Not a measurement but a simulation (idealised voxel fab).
Process module under the name voxel double patterning
Xsec cut, 245 nm wide, square cell size 5 nm.
If you're reading a cross-section in this doc, picture square cells in a grid; it comes to you as bands, top ones listed first down to the bottom, and a band can be one or more rows of cells. It is stipulated that each band's entry specify, in nanometres, the height of the top of the band and then that of its bottom, followed by the materials of the band in left-to-right sequence, each together with its width in nanometres. A single material marked by the word "everywhere" is understood to fill the band from edge to edge; the word "empty" is understood to denote empty space. Heights are expressed relative to 0, this being the level below which the as-received wafer comprises one material exclusively. The lowest band is unbounded in the downward direction and is denoted as in "0 down". The expression "30..40" gives the width at the extremes of the band, the first number at its top row of cells and the second at its bottom row, with the width changing by equal amounts from each row to the next in between. "no modifications" -> step changed no cross-section cell. Empty spaces counting at least 8 cells and having no open way to the top are listed in "Unvented cavities". The notation width x height at distance is used for each, the distance being from the left edge and all three values in nm. Anything after a step's settings on that line? It's the simulator's own note about the step. A step's line can hold "overlay nm"; with a mask on that step, the setting says how far right of the planned place the mask lay, while a negative setting says it lay to the left.

The following list gives the planned process steps:
1: RECEIVE,material Si
2: CONFORMAL_DEP,material SiO2,thk nm 10
3: DIRECTIONAL_DEP,material W,thk nm 20
4: DIRECTIONAL_DEP,material SiCN,thk nm 10
5: MASKED_ETCH,tone open,mask id FIRST,width nm 15,pitch nm 50,etch materials SiCN,depth nm 10,overlay nm 0
6: MASKED_ETCH,tone open,mask id SECOND,width nm 15,etch materials SiCN,depth nm 10,overlay nm 0
7: DIRECTIONAL_ETCH,etch materials W,depth nm 20
8: STRIP,etch materials SiCN

Run as planned: first of two wafers:

As-received wafer cross-section (after step 1):
0 down: Si everywhere
Unvented cavities: none

The wafer, seen in cross-section, after step 2:
10 to 0: SiO2 everywhere
Below 0 it's all the same as before, nothing changed down there.

The wafer, seen in cross-section, after step 3:
30 to 10: W everywhere
Below 10 it's all the same as before, nothing changed down there.

The wafer, seen in cross-section, after step 4:
40 to 30: SiCN everywhere
Below 30 it's all the same as before, nothing changed down there.

The wafer, seen in cross-section, after step 5:
40 to 30: SiCN: 90 / empty: 15 / SiCN: 35 / empty: 15 / SiCN: 90
Below 30 it's all the same as before, nothing changed down there.

The wafer, seen in cross-section, after step 6:
40 to 30: SiCN: 90 / empty: 15 / SiCN: 10 / empty: 15 / SiCN: 10 / empty: 15 / SiCN: 90
Below 30 it's all the same as before, nothing changed down there.

The wafer, seen in cross-section, after step 7:
40 to 30: SiCN: 90 / empty: 15 / SiCN: 10 / empty: 15 / SiCN: 10 / empty: 15 / SiCN: 90
30 to 10: W: 90 / empty: 15 / W: 10 / empty: 15 / W: 10 / empty: 15 / W: 90
Below 10 it's all the same as before, nothing changed down there.

The wafer, seen in cross-section, after step 8:
30 to 10: W: 90 / empty: 15 / W: 10 / empty: 15 / W: 10 / empty: 15 / W: 90
Below 10 it's all the same as before, nothing changed down there.

It is to be noted that the second wafer proceeded from the same initial state and according to the same plan as the first, although one mistake was committed in its execution; through step 1, inclusive, the two wafers share an identical history:

Cross-section of the second wafer at the time by which step 2 should have been completed according to the plan: no modifications

Cross-section of the second wafer at the time by which step 3 should have been completed according to the plan:
20 to 0: W everywhere
Below 0 it's all the same as before, nothing changed down there.

Cross-section of the second wafer at the time by which step 4 should have been completed according to the plan:
30 to 20: SiCN everywhere
Below 20 it's all the same as before, nothing changed down there.

Cross-section of the second wafer at the time by which step 5 should have been completed according to the plan:
30 to 20: SiCN: 90 / empty: 15 / SiCN: 35 / empty: 15 / SiCN: 90
Below 20 it's all the same as before, nothing changed down there.

Cross-section of the second wafer at the time by which step 6 should have been completed according to the plan:
30 to 20: SiCN: 90 / empty: 15 / SiCN: 10 / empty: 15 / SiCN: 10 / empty: 15 / SiCN: 90
Below 20 it's all the same as before, nothing changed down there.

Cross-section of the second wafer at the time by which step 7 should have been completed according to the plan:
30 to 20: SiCN: 90 / empty: 15 / SiCN: 10 / empty: 15 / SiCN: 10 / empty: 15 / SiCN: 90
20 to 0: W: 90 / empty: 15 / W: 10 / empty: 15 / W: 10 / empty: 15 / W: 90
Below 0 it's all the same as before, nothing changed down there.

Cross-section of the second wafer at the time by which step 8 should have been completed according to the plan:
20 to 0: W: 90 / empty: 15 / W: 10 / empty: 15 / W: 10 / empty: 15 / W: 90
Below 0 it's all the same as before, nothing changed down there.
The mistake made against the process plan was this: heads up, step 2 of the plan was skipped and never actually ran
Once processing is complete, comparing cell counts shows that the second wafer has more or fewer of certain materials than the first: SiO2 -98
